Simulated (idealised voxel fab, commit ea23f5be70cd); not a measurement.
The document below concerns the process module designated voxel double patterning.
Cross-sectional view cut (width: 165 nm; square cell size: 5 nm).
Think of the cross-section as a grid of square cells. We describe it in bands, top to bottom, and each band covers one or more rows of those cells.
Read a band's entry like this: the first values are the height of its top and the height of its bottom in nm, and what follows is the sequence of materials from left to right, each with its width in nm. Note that "empty" is empty space, and that a single material marked "edge to edge" reaches across the band from edge to edge.
We count height from 0. Below that, the starting wafer is all one material. The lowest band never ends at the bottom but goes on down; see "0..down" for how that is written.
Note: "30 to 40" means the width goes from the first number (top row of the band) to the second number (bottom row) in equal steps per row of cells.
For the purposes of this document, the phrase "same as before" attached to a step denotes that no cell within the cross-section was modified by that step.
You'll see "Closed cavities" listing empty spaces that have no way open to the top, as long as they're 8 cells or more; the notation is width x height at distance, where the distance is from the left edge, and all of it is in nm.
Past the settings on a step's line: simulator remark, on that step.
When a step includes a mask, the "overlay nm" setting on its line states how far to the right of its planned place that mask lay, and negative values state how far to the left.

THE PROCESS STEPS THAT WERE PLANNED ARE LISTED BELOW
- 1: RECEIVE [material Si]
- 2: CONFORMAL_DEP [material SiO2] [thk nm 5]
- 3: DIRECTIONAL_DEP [material TiN] [thk nm 10]
- 4: DIRECTIONAL_DEP [material SiCN] [thk nm 5]
- 5: MASKED_ETCH [tone open] [mask id FIRST] [width nm 15] [pitch nm 50] [etch materials SiCN] [depth nm 5] [overlay nm 0]
- 6: MASKED_ETCH [tone open] [mask id SECOND] [width nm 15] [pitch nm 50] [etch materials SiCN] [depth nm 5] [overlay nm 0]
- 7: DIRECTIONAL_ETCH [etch materials TiN] [depth nm 10]
- 8: STRIP [etch materials SiCN]

HERE'S WHAT THE WAFER LOOKED LIKE IN CROSS-SECTION WHEN IT ARRIVED - THAT'S AFTER STEP 1
* 0..down = Si edge to edge
* Closed cavities: none

A WAFER AT THE END: THIS START, THIS PLAN, ONE MISTAKE
* 15..5 = 25 TiN  15 empty  10 TiN  20 empty  5 TiN  15 empty  10 TiN  20 empty  5 TiN  15 empty  25 TiN
* 5..0 = SiO2 edge to edge
* 0..down = Si edge to edge
* Closed cavities: none
Nonconformance to the process plan: step 6 ran differently from the plan; actual operation with settings: MASKED_ETCH [tone open] [mask id SECOND] [width nm 20] [pitch nm 50] [etch materials SiCN] [depth nm 5] [overlay nm 0]
